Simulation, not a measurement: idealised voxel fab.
A process module follows: voxel ribs on slabs.
FYI the section here is cut, 150 nm wide, cells are 5 nm squares.
Cross-section spec: square-cell grid; bands listed top down; each band is one or more rows.
Within each band entry, the heights of the top and of the bottom of the band appear first, in that order and in nm; the materials of the band then follow from left to right, each with its corresponding width in nm. The designation "everywhere" on a single material indicates that it fills the band from edge to edge; the designation "empty" indicates empty space.
Heads up on the height convention: 0 is the point under which the incoming wafer is all one material, and the lowest band has no bottom, it just keeps going down, like "0 -> down".
The notation "30 to 40" denotes a width that varies across the rows of cells in the band, beginning at the first number in the top row, finishing at the second number in the bottom row, and changing by an identical amount from each row to the next.
You'll sometimes find "nothing altered" written for a step, and that's the way of saying that nowhere in the cross-section did a cell change during that step.
"Cavities, closed" lists enclosed empty spaces (at least 8 cells, no open path upward to the top), each as width x height at distance from the left edge, in nm.
On a step's line, text after the settings is the simulator commenting on that step.
If you see "overlay nm" on a step's line and that step has a mask, it's telling you how far right of where it was planned the mask ended up; a negative number means it went left instead.
Below is the list of planned process steps
1: RECEIVE: material Si
2: DIRECTIONAL_DEP: material SiO2, thk nm 30
3: DIRECTIONAL_DEP: material polySi, thk nm 10
4: DIRECTIONAL_DEP: material aC, thk nm 15
5: PATTERN: tone cover, mask id RIB, material resist, width nm 30, thk nm 30, overlay nm 0
6: DIRECTIONAL_ETCH: etch materials aC, depth nm 15
7: STRIP: etch materials resist
8: DIRECTIONAL_ETCH: etch materials polySi, depth nm 15
9: STRIP: etch materials aC
10: DIRECTIONAL_DEP: material aC, thk nm 10
11: PATTERN: tone cover, mask id SLAB, material resist, width nm 90, thk nm 25, overlay nm 0
12: DIRECTIONAL_ETCH: etch materials aC, depth nm 10
13: STRIP: etch materials resist
14: DIRECTIONAL_ETCH: etch materials polySi, depth nm 5
15: STRIP: etch materials aC
16: FILL_DEP: material SiO2, thk nm 25
17: CMP: height nm 65
18: DIRECTIONAL_DEP: material W, thk nm 5
19: PATTERN: tone cover, mask id HEATER, material resist, width nm 40, thk nm 15, overlay nm 0
20: DIRECTIONAL_ETCH: etch materials W, depth nm 5
21: STRIP: etch materials resist
22: CONFORMAL_DEP: material SiN, thk nm 10
For this document, wafers share an identical start and vary in the step 3 thk nm; the plan quotes the first wafer's value.
Here's the first of the wafers in cross-section, just as we got it, i.e. after step 1
- 0 -> down | Si everywhere
- Cavities, closed: none
Here's the first of several wafers in cross-section, end of the module, after the last step, step 22
- 80 -> 75 | 45 empty, 60 SiN, 45 empty
- 75 -> 70 | SiN everywhere
- 70 -> 65 | 55 SiN, 40 W, 55 SiN
- 65 -> 40 | SiO2 everywhere
- 40 -> 30 | 60 SiO2, 30 polySi, 60 SiO2
- 30 -> 0 | SiO2 everywhere
- 0 -> down | Si everywhere
- Cavities, closed: none
Cross-section of the final wafer among several, taken at the end of the module
- 80 -> 75 | 45 empty, 60 SiN, 45 empty
- 75 -> 70 | SiN everywhere
- 70 -> 65 | 55 SiN, 40 W, 55 SiN
- 65 -> 50 | 60 SiO2, 30 polySi, 60 SiO2
- 50 -> 45 | 30 SiO2, 90 polySi, 30 SiO2
- 45 -> 30 | polySi everywhere
- 30 -> 0 | SiO2 everywhere
- 0 -> down | Si everywhere
- Cavities, closed: none
Per wafer (row), end of module: delta in cells per material since receipt, (+) for gained, (-) for lost; closed voids after that
thk nm 10; +64 SiN; +378 SiO2; +8 W; +12 polySi; Cavities, closed: none
thk nm 15; +64 SiN; +372 SiO2; +8 W; +18 polySi; Cavities, closed: none
thk nm 20; +64 SiN; +354 SiO2; +8 W; +36 polySi; Cavities, closed: none
thk nm 25; +64 SiN; +324 SiO2; +8 W; +66 polySi; Cavities, closed: none
thk nm 30; +64 SiN; +294 SiO2; +8 W; +96 polySi; Cavities, closed: none
thk nm 35; +64 SiN; +264 SiO2; +8 W; +126 polySi; Cavities, closed: none
